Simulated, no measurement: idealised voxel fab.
process module | voxel fin reveal
cross-section cut | 215 nm wide | cells 5 nm
A cross-section is a grid of square cells, given in bands from the top down. A band is one or more rows of cells.
Each band's line starts with the height of the band's top and of its bottom, in nm. Then come its materials from left to right, each with its width in nm. One material with "throughout" fills the band from edge to edge. "air" is empty space.
Height 0 is the level under which the wafer as received is all one material. The lowest band goes on downwards, as in "0 down".
A width such as "30 to 40" changes by the same amount from each row of cells to the next, from the band's top row to its bottom row.
"no change" after a step means that no cell of the cross-section changed.
closed voids: empty space of 8 cells or more with no open way to the top, each as width x height at its distance from the left edge, in nm
after a step's settings: what the simulator itself notes on the step
overlay nm, on a step with a mask: how far to the right of its planned place the mask lay; to the left if negative
plan
1 op RECEIVE | material Si
2 op CONFORMAL_DEP | material SiN | thk nm 10
3 op MASKED_ETCH | tone cover | mask id FINS | width nm 15 | pitch nm 45 | etch materials SiN | depth nm 10 | overlay nm 0
4 op MASKED_ETCH | tone cover | mask id FINS | width nm 15 | pitch nm 45 | etch materials Si | depth nm 30 | overlay nm 0
5 op OXIDIZE | depth nm 5
6 op FILL_DEP | material SiO2 | thk nm 15
7 op CMP | height nm 0
8 op SELECTIVE_ETCH | etch materials SiO2 | depth nm 20
9 op STRIP | etch materials SiN
varied across the wafers: height nm of step 7. The plan shows the first wafer's value. All wafers start alike
first wafer as received, after step 1
  0 down: Si throughout
  closed voids: none
each wafer at the end: cells of each material gained (+) or lost (-) since it was received, then its closed voids
height nm 0 | -287 Si | +123 SiO2 | closed voids: none
height nm 5 | -287 Si | +164 SiO2 | closed voids: none
height nm 10 | -287 Si | +205 SiO2 | closed voids: none
height nm 15 | -287 Si | +246 SiO2 | closed voids: none
height nm 20 | -287 Si | +287 SiO2 | closed voids: none
height nm 25 | -287 Si | +324 SiO2 | closed voids: none
